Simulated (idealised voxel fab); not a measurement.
Name of the process module below: voxel capacitor over wiring
Square cells of 5 nm make up the cross-section cut, whose width is 235 nm.
For the purposes of this document, a cross-section shall be understood as a grid of square cells, specified as bands listed in top-to-bottom order, each band consisting of one or more rows of cells.
Band: top height; bottom height; in nm. Then, left to right: material with width in nm, for each material. "everywhere": a single material spanning edge to edge. "empty": empty space.
Heights are reckoned from 0. Under this level, the received wafer is all of one material. The bottommost band is open-ended downward, for example "0..down".
When a width is written as two numbers, as in "30->40", the first number is the width in the top row of cells of the band and the second is the width in its bottom row, and the width changes by the same amount from each row to the next.
"nothing was modified" after a step means that no cell of the cross-section changed.
What "Closed-off voids" gives you is every empty space of 8 cells or more that is cut off from the top. Each appears as width x height at distance, with the distance taken from the left edge and width, height and distance all in nm.
Where a step's line continues beyond its settings, the continuation is a remark by the simulator itself on that step.
"overlay nm" on a masked step: distance the mask lay right of its planned place, negative for left.
### Here's what the planned process steps look like
- 1: RECEIVE with material Si
- 2: CONFORMAL_DEP with material SiO2, thk nm 15
- 3: DIRECTIONAL_DEP with material TiN, thk nm 5
- 4: DIRECTIONAL_DEP with material W, thk nm 20
- 5: DIRECTIONAL_DEP with material aC, thk nm 15
- 6: PATTERN with tone cover, mask id METAL_1, material resist, width nm 25, pitch nm 85, thk nm 35, overlay nm 0
- 7: DIRECTIONAL_ETCH with etch materials aC, depth nm 15
- 8: STRIP with etch materials resist
- 9: DIRECTIONAL_ETCH with etch materials W, depth nm 20
- 10: DIRECTIONAL_ETCH with etch materials TiN, depth nm 5
- 11: STRIP with etch materials aC
- 12: FILL_DEP with material SiO2, thk nm 10
- 13: CMP with height nm 40
- 14: CONFORMAL_DEP with material SiCN, thk nm 5
- 15: DIRECTIONAL_DEP with material lowk, thk nm 15
- 16: MASKED_ETCH with tone open, mask id PLUG_1, width nm 15, etch materials lowk, depth nm 15, overlay nm 0
- 17: MASKED_ETCH with tone open, mask id PLUG_1, width nm 15, etch materials SiCN, depth nm 5, overlay nm 0
- 18: CONFORMAL_DEP with material TiN, thk nm 5
- 19: FILL_DEP with material Ru, thk nm 10
- 20: CMP with height nm 60
- 21: DIRECTIONAL_DEP with material TiN, thk nm 5
- 22: DIRECTIONAL_DEP with material SiN, thk nm 5
- 23: DIRECTIONAL_DEP with material TiN, thk nm 10
- 24: DIRECTIONAL_DEP with material aC, thk nm 10
- 25: PATTERN with tone cover, mask id UPPER_PLATE, material resist, width nm 65, thk nm 25, overlay nm 0
- 26: DIRECTIONAL_ETCH with etch materials aC, depth nm 10
- 27: STRIP with etch materials resist
- 28: DIRECTIONAL_ETCH with etch materials TiN, depth nm 10
- 29: DIRECTIONAL_ETCH with etch materials SiN, depth nm 5
- 30: STRIP with etch materials aC
- 31: DIRECTIONAL_DEP with material aC, thk nm 10
- 32: PATTERN with tone cover, mask id LOWER_PLATE, material resist, width nm 75, thk nm 30, overlay nm 0
- 33: DIRECTIONAL_ETCH with etch materials aC, depth nm 10
- 34: STRIP with etch materials resist
- 35: DIRECTIONAL_ETCH with etch materials TiN, depth nm 5
- 36: STRIP with etch materials aC
- 37: FILL_DEP with material SiO2, thk nm 15
- 38: CMP with height nm 90
- 39: PATTERN with tone open, mask id PLUG_2, material resist, width nm 15, thk nm 20, overlay nm 0
- 40: DIRECTIONAL_ETCH with etch materials SiO2, depth nm 10
- 41: STRIP with etch materials resist
- 42: CONFORMAL_DEP with material TiN, thk nm 5
- 43: FILL_DEP with material Cu, thk nm 5
- 44: CMP with height nm 90
- 45: CONFORMAL_DEP with material SiN, thk nm 5
Same starting wafers, different width nm at step 39. Plan value belongs to the first wafer.
### Cross-section of the first of several wafers on receipt, reflecting completion of step 1
	0..down: Si everywhere
	Closed-off voids: none
### Below: a row per wafer. Contents at end of module: for every material, cells gained since receipt (+) or lost since receipt (-); then closed voids
width nm 15; +1 Cu; +3 Ru; +44 SiCN; +60 SiN; +548 SiO2; +65 TiN; +40 W; +132 lowk; Closed-off voids: none
width nm 20; +2 Cu; +3 Ru; +44 SiCN; +60 SiN; +546 SiO2; +66 TiN; +40 W; +132 lowk; Closed-off voids: none
width nm 25; +3 Cu; +3 Ru; +44 SiCN; +60 SiN; +544 SiO2; +67 TiN; +40 W; +132 lowk; Closed-off voids: none
width nm 30; +4 Cu; +3 Ru; +44 SiCN; +60 SiN; +542 SiO2; +68 TiN; +40 W; +132 lowk; Closed-off voids: none
